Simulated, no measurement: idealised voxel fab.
The name of this process module is voxel capacitor over wiring.
Square cells of 5 nm make up the cross-section cut, whose width is 285 nm.
Each cross-section below is a grid of square cells, stated as bands in top-down order, with one or more rows of cells making up each band. Band entry format. Leading values: height of top, height of bottom, nm. Remainder: materials in left-to-right order, each with its width in nm. Special words: "all across" on a single material, which then fills the band edge to edge; "blank", empty space. Heights from 0 (as-received wafer is one material below). Bottom band endless downward, as "from 0 down". Width "30..40": first value at the band's top row of cells, second value at its bottom row, equal change from row to row. Given "no change" for a step, no cell of the cross-section differs between before and after that step. Basically, "Sealed void inventory" tells you about the enclosed voids: empty spaces with no open way to the top, 8 cells or bigger, each written width x height at distance, where distance is from the left edge, all in nm. Post-settings text on a step line: simulator's own remark regarding the step. The "overlay nm" setting may appear on a step's line; for a step that uses a mask, it gives how far to the right of its planned position the mask lay, and a negative value indicates the left.
The process steps that were planned are listed below
- 1: RECEIVE with material Si
- 2: CONFORMAL_DEP with material SiO2, thk nm 10
- 3: CONFORMAL_DEP with material SiN, thk nm 5
- 4: DIRECTIONAL_DEP with material SiO2, thk nm 20
- 5: MASKED_ETCH with tone open, mask id METAL_1, width nm 30, pitch nm 90, etch materials SiO2, depth nm 20, overlay nm 0
- 6: MASKED_ETCH with tone open, mask id METAL_1, width nm 30, pitch nm 90, etch materials SiN, depth nm 5, overlay nm 0
- 7: CONFORMAL_DEP with material TiN, thk nm 5
- 8: FILL_DEP with material W, thk nm 5
- 9: CMP with height nm 35
- 10: CONFORMAL_DEP with material SiCN, thk nm 5
- 11: DIRECTIONAL_DEP with material SiO2, thk nm 15
- 12: PATTERN with tone open, mask id PLUG_1, material resist, width nm 15, thk nm 15, overlay nm 0
- 13: DIRECTIONAL_ETCH with etch materials SiO2, depth nm 15
- 14: DIRECTIONAL_ETCH with etch materials SiCN, depth nm 5
- 15: STRIP with etch materials resist
- 16: EPI with material Ru, thk nm 10
- 17: EPI with material Ru, thk nm 10
- 18: DIRECTIONAL_DEP with material TiN, thk nm 10
- 19: DIRECTIONAL_DEP with material SiN, thk nm 5
- 20: DIRECTIONAL_DEP with material TiN, thk nm 5
- 21: DIRECTIONAL_DEP with material aC, thk nm 15
- 22: PATTERN with tone cover, mask id UPPER_PLATE, material resist, width nm 65, thk nm 30, overlay nm 0
- 23: DIRECTIONAL_ETCH with etch materials aC, depth nm 15
- 24: STRIP with etch materials resist
- 25: DIRECTIONAL_ETCH with etch materials TiN, depth nm 5
- 26: DIRECTIONAL_ETCH with etch materials SiN, depth nm 5
- 27: STRIP with etch materials aC
- 28: DIRECTIONAL_DEP with material aC, thk nm 15
- 29: PATTERN with tone cover, mask id LOWER_PLATE, material resist, width nm 75, thk nm 35, overlay nm -15
- 30: DIRECTIONAL_ETCH with etch materials aC, depth nm 15
- 31: STRIP with etch materials resist
- 32: DIRECTIONAL_ETCH with etch materials TiN, depth nm 10
- 33: STRIP with etch materials aC
- 34: FILL_DEP with material SiO2, thk nm 15
- 35: CMP with height nm 85
- 36: DIRECTIONAL_DEP with material aC, thk nm 15
- 37: PATTERN with tone open, mask id PLUG_2, material resist, width nm 15, thk nm 35, overlay nm 0
- 38: DIRECTIONAL_ETCH with etch materials aC, depth nm 15
- 39: STRIP with etch materials resist
- 40: DIRECTIONAL_ETCH with etch materials SiO2, depth nm 10
- 41: STRIP with etch materials aC
- 42: CONFORMAL_DEP with material TiN, thk nm 5
- 43: FILL_DEP with material Ru, thk nm 5
- 44: CMP with height nm 85
- 45: CONFORMAL_DEP with material SiN, thk nm 5
The value of overlay nm given for step 29 in the plan refers to the first wafer; the wafers vary in this setting and are alike at the start.
As-received cross-section, first of several wafers, post step 1
from 0 down  Si all across
Sealed void inventory: none
Row per wafer, end-of-module: cell gain (+)/loss (-) by material since the wafer came in, then closed voids
overlay nm -15; +13 Ru; +54 SiCN; +115 SiN; +734 SiO2; +78 TiN; +32 W; Sealed void inventory: none
overlay nm -10; +13 Ru; +54 SiCN; +115 SiN; +735 SiO2; +77 TiN; +32 W; Sealed void inventory: none
overlay nm -5; +13 Ru; +54 SiCN; +115 SiN; +736 SiO2; +76 TiN; +32 W; Sealed void inventory: none
overlay nm 0; +13 Ru; +54 SiCN; +115 SiN; +736 SiO2; +76 TiN; +32 W; Sealed void inventory: none
overlay nm 5; +13 Ru; +54 SiCN; +115 SiN; +736 SiO2; +76 TiN; +32 W; Sealed void inventory: none
overlay nm 10; +13 Ru; +54 SiCN; +115 SiN; +735 SiO2; +77 TiN; +32 W; Sealed void inventory: none
overlay nm 15; +13 Ru; +54 SiCN; +115 SiN; +734 SiO2; +78 TiN; +32 W; Sealed void inventory: none
